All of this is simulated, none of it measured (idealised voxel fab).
A process module follows: voxel transistor to metal.
We display cut, a cross-section 160 nm in width whose square cells are each 5 nm.
Square cells in a grid make up a cross-section in this document, and the grid is given as bands, listed from the top down, each one or more rows of cells.
The entry gives the band's vertical extent as a top height and a bottom height in nm, then its horizontal make-up as materials from left to right, each with a width in nm. "blank" stands for empty space; a single material marked "everywhere" fills the band edge to edge.
The level at which height equals 0 is the one under which the wafer, as it arrives, is entirely one material. No lower edge exists for the bottom band, which continues downward and is notated as in "0 down".
A two-number width, for instance "30->40", indicates that the width is equal to the first number in the top row of the band and to the second number in the bottom row, and that it changes by a constant amount per row of cells.
"left unchanged" -> step changed no cross-section cell.
"Fully sealed voids" specifies each empty space that is not open to the top and that occupies no fewer than 8 cells, using the form width x height at distance, the distance measured from the left edge and all three quantities in nm.
Whatever follows a step's settings on its line is a remark the simulator itself makes about that step.
A step line may carry the setting "overlay nm", which, for steps involving a mask, states the distance by which the mask lay to the right of its intended position; negative values denote displacement to the left.
-- plan
1,RECEIVE with material Si
2,OXIDIZE with depth nm 5
3,CONFORMAL_DEP with material SiN, thk nm 10
4,MASKED_ETCH with tone cover, mask id ACTIVE, width nm 110, etch materials SiN, depth nm 10, overlay nm 0
5,MASKED_ETCH with tone cover, mask id ACTIVE, width nm 110, etch materials SiO2, depth nm 5, overlay nm 0
6,MASKED_ETCH with tone cover, mask id ACTIVE, width nm 110, etch materials Si, depth nm 25, overlay nm 0
7,FILL_DEP with material SiO2, thk nm 5
8,CMP with height nm 10
9,SELECTIVE_ETCH with etch materials SiO2, depth nm 5
10,STRIP with etch materials SiN
11,SELECTIVE_ETCH with etch materials SiO2, depth nm 5
12,OXIDIZE with depth nm 5
13,DIRECTIONAL_DEP with material polySi, thk nm 20
14,DIRECTIONAL_DEP with material SiCN, thk nm 15
15,PATTERN with tone cover, mask id GATE, material resist, width nm 30, thk nm 15, overlay nm 0
16,DIRECTIONAL_ETCH with etch materials SiCN, depth nm 25
17,DIRECTIONAL_ETCH with etch materials polySi, depth nm 30
18,STRIP with etch materials resist
19,CONFORMAL_DEP with material SiO2, thk nm 5
20,DIRECTIONAL_ETCH with etch materials SiO2, depth nm 5
21,CONFORMAL_DEP with material SiN, thk nm 10
22,DIRECTIONAL_ETCH with etch materials SiN, depth nm 10
23,DIRECTIONAL_ETCH with etch materials SiO2, depth nm 5
24,EPI with material nSi, thk nm 5
25,FILL_DEP with material SiO2, thk nm 5
26,CMP with height nm 15
27,STRIP with etch materials polySi
28,SELECTIVE_ETCH with etch materials SiO2, depth nm 5
29,CONFORMAL_DEP with material HfO2, thk nm 5
30,CONFORMAL_DEP with material TiN, thk nm 5
31,FILL_DEP with material W, thk nm 5
32,CMP with height nm 10
33,DIRECTIONAL_DEP with material SiO2, thk nm 10
34,MASKED_ETCH with tone open, mask id CONTACT, width nm 20, pitch nm 80, etch materials SiO2, depth nm 25, overlay nm 0
35,CONFORMAL_DEP with material TiN, thk nm 5
36,FILL_DEP with material W, thk nm 10
37,CMP with height nm 20
38,DIRECTIONAL_DEP with material TiN, thk nm 5
39,DIRECTIONAL_DEP with material W, thk nm 25
40,MASKED_ETCH with tone cover, mask id METAL_1, width nm 20, pitch nm 80, etch materials W, depth nm 25, overlay nm 0
41,MASKED_ETCH with tone cover, mask id METAL_1, width nm 20, pitch nm 80, etch materials TiN, depth nm 5, overlay nm 0
42,CONFORMAL_DEP with material SiCN, thk nm 5
43,FILL_DEP with material lowk, thk nm 10
44,CMP with height nm 50
45,CONFORMAL_DEP with material SiCN, thk nm 5
-- As-received wafer cross-section (after step 1)
	0 down = Si everywhere
	Fully sealed voids: none
-- Cross-section at module end, one run error; start and plan unchanged from above
	55 to 50 = SiCN everywhere
	50 to 25 = 25 nm lowk, 5 nm SiCN, 20 nm W, 5 nm SiCN, 50 nm lowk, 5 nm SiCN, 20 nm W, 5 nm SiCN, 25 nm lowk
	25 to 20 = 30 nm SiCN, 20 nm TiN, 60 nm SiCN, 20 nm TiN, 30 nm SiCN
	20 to 10 = 30 nm SiO2, 5 nm TiN, 10 nm W, 5 nm TiN, 60 nm SiO2, 5 nm TiN, 10 nm W, 5 nm TiN, 30 nm SiO2
	10 to 0 = 30 nm SiO2, 5->10 nm TiN, 10->5 nm W, 5 nm TiN, 5 nm SiO2, 10 nm SiN, 5 nm HfO2, 5 nm TiN, 10 nm W, 5 nm TiN, 5 nm HfO2, 10 nm SiN, 5 nm SiO2, 5 nm TiN, 10->5 nm W, 5->10 nm TiN, 30 nm SiO2
	0 to -5 = 25 nm SiO2, 10 nm SiN, 15 nm TiN, 5 nm SiO2, 10 nm SiN, 5 nm HfO2, 20 nm TiN, 5 nm HfO2, 10 nm SiN, 5 nm SiO2, 15 nm TiN, 10 nm SiN, 25 nm SiO2
	-5 to -10 = 35 nm SiO2, 20 nm nSi, 10 nm SiO2, 30 nm HfO2, 10 nm SiO2, 20 nm nSi, 35 nm SiO2
	-10 to -30 = 25 nm SiO2, 110 nm Si, 25 nm SiO2
	-30 down = Si everywhere
	Fully sealed voids: none
Misprocessing identified: step 15 deviated from plan and actually ran as PATTERN with tone cover, mask id GATE, material resist, width nm 20, thk nm 15, overlay nm 0
